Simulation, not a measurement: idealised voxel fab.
Presented below is a process module, voxel fin reveal.
cross-section cut | 220 nm wide | cells 5 nm
How to read a cross-section here: the picture is a grid of square cells, written as bands going from the top down, and any band can span one or more rows of cells. Top, bottom (nm), then materials left to right with widths (nm); lone material tagged "full width" fills the whole band edge to edge; "empty" = empty space. Heads up on the height convention: 0 is the point under which the incoming wafer is all one material, and the lowest band has no bottom, it just keeps going down, like "top 0, no bottom". So if you see something like "30 to 40" for the width, read it as the top row of the band sitting at the first number and the bottom row at the second, with every row in between moving by the same amount as the last. "identical to before" -> step changed no cross-section cell. Empty spaces without an open route to the top, at least 8 cells in extent, make up the entry "Unvented voids"; each is given as width x height at distance, where the distance is measured from the left edge, and all are in nm. Where a step's line continues beyond its settings, the continuation is a remark by the simulator itself on that step. On any step carrying a mask, the "overlay nm" setting, if present on the step's line, tells how far right of its planned place the mask lay; negative values point to the left.
PROCESS STEPS - PLAN
| 1 | RECEIVE | material Si |
| 2 | CONFORMAL_DEP | material SiN | thk nm 10 |
| 3 | MASKED_ETCH | tone cover | mask id FINS | width nm 15 | pitch nm 45 | etch materials SiN | depth nm 10 | overlay nm 0 |
| 4 | MASKED_ETCH | tone cover | mask id FINS | width nm 15 | pitch nm 45 | etch materials Si | depth nm 35 | overlay nm 0 |
| 5 | OXIDIZE | depth nm 5 |
| 6 | FILL_DEP | material SiO2 | thk nm 10 |
| 7 | CMP | height nm 10 |
| 8 | SELECTIVE_ETCH | etch materials SiO2 | depth nm 35 |
| 9 | STRIP | etch materials SiN |
INCOMING WAFER, CROSS-SECTIONAL VIEW, POST STEP 1
> top 0, no bottom = Si full width
> Unvented voids: none
END STATE OF THE MODULE IN CROSS-SECTION, GIVEN THE ABOVE STARTING POINT AND PLAN AND ONE MISTAKE IN EXECUTION
> top 10, bottom 0 = empty (80) | SiN (15) | empty (30) | SiN (15) | empty (80)
> top 0, bottom -40 = empty (85) | Si (5) | empty (40) | Si (5) | empty (85)
> top -40, no bottom = Si full width
> Unvented voids: none
What broke from the plan during processing? the process deviated at step 9: the operation and settings actually run there were STRIP | etch materials SiO2
